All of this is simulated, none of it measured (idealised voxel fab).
Herein follows the process module entitled voxel ribs on slabs.
The cross-section shown here is cut; it is 140 nm wide and divided into square cells measuring 5 nm on a side.
Square cells in a grid make up a cross-section in this document, and the grid is given as bands, listed from the top down, each one or more rows of cells.
In this notation a band is specified by the heights of its top and bottom, in that order and in nm, after which its materials appear from left to right, each paired with its width in nm. The word "edge to edge" attached to a single material means that material fills the band from edge to edge; the word "empty" stands for empty space.
For the purposes of this specification, 0 denotes the height below which the wafer in its as-received condition is composed wholly of one material, and the lowermost band, lacking a lower limit, extends downward without end, as expressed in "0 -> down".
Graded width ("30 to 40"): value in top row of band = first number; value in bottom row = second number; row-to-row change constant.
"all unchanged" after a step means that no cell of the cross-section changed.
"closed voids" contains a list of empty spaces, each no smaller than 8 cells and without an open way to the top, written in the form width x height at distance with the distance from the left edge and all three in nm.
If you see something after the settings on a step's line, that's the simulator's own remark about that step.
Steps that use a mask can have "overlay nm" on their line. It says how far the mask sat to the right of where it was meant to be. Negative means to the left.
Steps in the process plan
| 1 | op RECEIVE | material Si |
| 2 | op DIRECTIONAL_DEP | material SiO2 | thk nm 20 |
| 3 | op DIRECTIONAL_DEP | material polySi | thk nm 15 |
| 4 | op MASKED_ETCH | tone cover | mask id RIB | width nm 15 | etch materials polySi | depth nm 10 | overlay nm 0 |
| 5 | op MASKED_ETCH | tone cover | mask id SLAB | width nm 45 | etch materials polySi | depth nm 5 | overlay nm 0 |
| 6 | op FILL_DEP | material SiO2 | thk nm 20 |
| 7 | op CMP | height nm 50 |
| 8 | op DIRECTIONAL_DEP | material W | thk nm 5 |
| 9 | op DIRECTIONAL_DEP | material aC | thk nm 10 |
| 10 | op PATTERN | tone cover | mask id HEATER | material resist | width nm 25 | thk nm 30 | overlay nm 0 |
| 11 | op DIRECTIONAL_ETCH | etch materials aC | depth nm 10 |
| 12 | op STRIP | etch materials resist |
| 13 | op DIRECTIONAL_ETCH | etch materials W | depth nm 5 |
| 14 | op STRIP | etch materials aC |
| 15 | op CONFORMAL_DEP | material SiN | thk nm 5 |
As-received state of the wafer in cross-section, equivalent to post-step 1
- 0 -> down: Si edge to edge
- closed voids: none
First of two wafers: cross-section at end of module, run per plan
- 60 -> 55: empty (50)  SiN (35)  empty (55)
- 55 -> 50: SiN (55)  W (25)  SiN (60)
- 50 -> 35: SiO2 edge to edge
- 35 -> 25: SiO2 (60)  polySi (15)  SiO2 (65)
- 25 -> 20: SiO2 (45)  polySi (45)  SiO2 (50)
- 20 -> 0: SiO2 edge to edge
- 0 -> down: Si edge to edge
- closed voids: none
Cross-section, second wafer: same start as the first, same plan as the first, one mistake in running it; taken at the end of the module
- 60 -> 55: empty (50)  SiN (35)  empty (55)
- 55 -> 50: SiN (55)  W (25)  SiN (60)
- 50 -> 15: SiO2 edge to edge
- 15 -> 0: polySi edge to edge
- 0 -> down: Si edge to edge
- closed voids: none
Short version of what went wrong: steps 2 and 3 traded places in the executed sequence
at the end the second wafer has, in cells: SiO2 -69; polySi +69
